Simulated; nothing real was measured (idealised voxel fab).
process module | voxel wiring stack
cross-section cut | 210 nm wide | cells 5 nm
A cross-section is a grid of square cells, given in bands from the top down. A band is one or more rows of cells.
Each band's line starts with the height of the band's top and of its bottom, in nm. Then come its materials from left to right, each with its width in nm. One material with "throughout" fills the band from edge to edge. "air" is empty space.
Height 0 is the level under which the wafer as received is all one material. The lowest band goes on downwards, as in "0 down".
A width such as "30 to 40" changes by the same amount from each row of cells to the next, from the band's top row to its bottom row.
"no change" after a step means that no cell of the cross-section changed.
closed voids: empty space of 8 cells or more with no open way to the top, each as width x height at its distance from the left edge, in nm
after a step's settings: what the simulator itself notes on the step
overlay nm, on a step with a mask: how far to the right of its planned place the mask lay; to the left if negative
plan
1 op RECEIVE | material Si
2 op CONFORMAL_DEP | material SiO2 | thk nm 10
3 op CONFORMAL_DEP | material SiCN | thk nm 5
4 op DIRECTIONAL_DEP | material SiO2 | thk nm 25
5 op PATTERN | tone open | mask id METAL_1 | material resist | width nm 30 | pitch nm 60 | thk nm 20 | overlay nm 0
6 op DIRECTIONAL_ETCH | etch materials SiO2 | depth nm 25
7 op DIRECTIONAL_ETCH | etch materials SiCN | depth nm 5
8 op STRIP | etch materials resist
9 op CONFORMAL_DEP | material TiN | thk nm 5
10 op FILL_DEP | material Cu | thk nm 5
11 op CMP | height nm 40
12 op CONFORMAL_DEP | material SiCN | thk nm 5
13 op DIRECTIONAL_DEP | material lowk | thk nm 25
14 op PATTERN | tone open | mask id METAL_2_HOLES | material resist | width nm 15 | pitch nm 60 | thk nm 20 | overlay nm 0
15 op DIRECTIONAL_ETCH | etch materials lowk | depth nm 25
16 op STRIP | etch materials resist
17 op PATTERN | tone open | mask id METAL_2 | material resist | width nm 30 | pitch nm 60 | thk nm 20 | overlay nm 0
18 op DIRECTIONAL_ETCH | etch materials lowk | depth nm 15
19 op DIRECTIONAL_ETCH | etch materials SiCN | depth nm 5
20 op STRIP | etch materials resist
21 op CONFORMAL_DEP | material TiN | thk nm 5
22 op FILL_DEP | material Ru | thk nm 10
23 op CMP | height nm 70
24 op CONFORMAL_DEP | material SiCN | thk nm 5
25 op DIRECTIONAL_DEP | material SiO2 | thk nm 15
26 op PATTERN | tone open | mask id PLUG_2 | material resist | width nm 15 | thk nm 15 | overlay nm 0
27 op DIRECTIONAL_ETCH | etch materials SiO2 | depth nm 15
28 op DIRECTIONAL_ETCH | etch materials SiCN | depth nm 5
29 op STRIP | etch materials resist
30 op EPI | material Ru | thk nm 10
31 op EPI | material Ru | thk nm 10
32 op DIRECTIONAL_DEP | material TiN | thk nm 5
33 op DIRECTIONAL_DEP | material Ru | thk nm 20
34 op PATTERN | tone cover | mask id METAL_3 | material resist | width nm 30 | pitch nm 60 | thk nm 20 | overlay nm 0
35 op DIRECTIONAL_ETCH | etch materials Ru | depth nm 20
36 op DIRECTIONAL_ETCH | etch materials TiN | depth nm 5
37 op STRIP | etch materials resist
38 op CONFORMAL_DEP | material SiCN | thk nm 5
39 op FILL_DEP | material SiO2 | thk nm 10
40 op CMP | height nm 115
41 op CONFORMAL_DEP | material SiCN | thk nm 5
42 op DIRECTIONAL_DEP | material SiO2 | thk nm 30
43 op PATTERN | tone open | mask id METAL_4_HOLES | material resist | width nm 15 | pitch nm 60 | thk nm 15 | overlay nm 0
44 op DIRECTIONAL_ETCH | etch materials SiO2 | depth nm 30
45 op STRIP | etch materials resist
46 op MASKED_ETCH | tone open | mask id METAL_4 | width nm 30 | pitch nm 60 | etch materials SiO2 | depth nm 15 | overlay nm 0
47 op MASKED_ETCH | tone open | mask id METAL_4 | width nm 30 | pitch nm 60 | etch materials SiCN | depth nm 5 | overlay nm 0
48 op CONFORMAL_DEP | material TiN | thk nm 5
49 op FILL_DEP | material Cu | thk nm 10
50 op CMP | height nm 150
51 op CONFORMAL_DEP | material SiCN | thk nm 5
as received, after step 1
  0 down: Si throughout
  closed voids: none
a wafer at the end: this start, this plan, one mistake
  155 to 150: SiCN throughout
  150 to 140: SiO2 60 | TiN 5 | Cu 20 | TiN 5 | SiO2 30 | TiN 5 | Cu 20 | TiN 5 | SiO2 60
  140 to 135: SiO2 60 | TiN 5 | Cu 5 | TiN 20 | SiO2 30 | TiN 5 | Cu 5 | TiN 20 | SiO2 60
  135 to 120: SiO2 60 | TiN 5 | Cu 5 | TiN 5 | SiO2 45 | TiN 5 | Cu 5 | TiN 5 | SiO2 75
  120 to 115: SiCN 60 | TiN 15 | SiCN 45 | TiN 15 | SiCN 75
  115 to 95: SiO2 55 | SiCN 5 | Ru 30 | SiCN 5 | SiO2 20 | SiCN 5 | Ru 30 | SiCN 5 | SiO2 55
  95 to 90: SiCN 60 | TiN 30 | SiCN 30 | TiN 30 | SiCN 60
  90 to 75: SiO2 60 | Ru 15 | SiO2 135
  75 to 70: SiCN 60 | Ru 15 | SiCN 135
  70 to 60: lowk 50 | TiN 5 | Ru 20 | TiN 5 | lowk 30 | TiN 5 | Ru 20 | TiN 5 | lowk 70
  60 to 55: lowk 50 | TiN 15 | Ru 5 | TiN 10 | lowk 30 | TiN 15 | Ru 5 | TiN 10 | lowk 70
  55 to 45: lowk 60 | TiN 5 | Ru 5 | TiN 5 | lowk 45 | TiN 5 | Ru 5 | TiN 5 | lowk 75
  45 to 40: SiCN 60 | TiN 15 | SiCN 45 | TiN 15 | SiCN 75
  40 to 15: SiO2 60 | TiN 5 | Cu 20 | TiN 5 | SiO2 30 | TiN 5 | Cu 20 | TiN 5 | SiO2 60
  15 to 10: SiCN 60 | TiN 30 | SiCN 30 | TiN 30 | SiCN 60
  10 to 0: SiO2 throughout
  0 down: Si throughout
  closed voids: none
what went wrong: step 17 ran as: op PATTERN | tone open | mask id METAL_2 | material resist | width nm 30 | pitch nm 60 | thk nm 20 | overlay nm -10
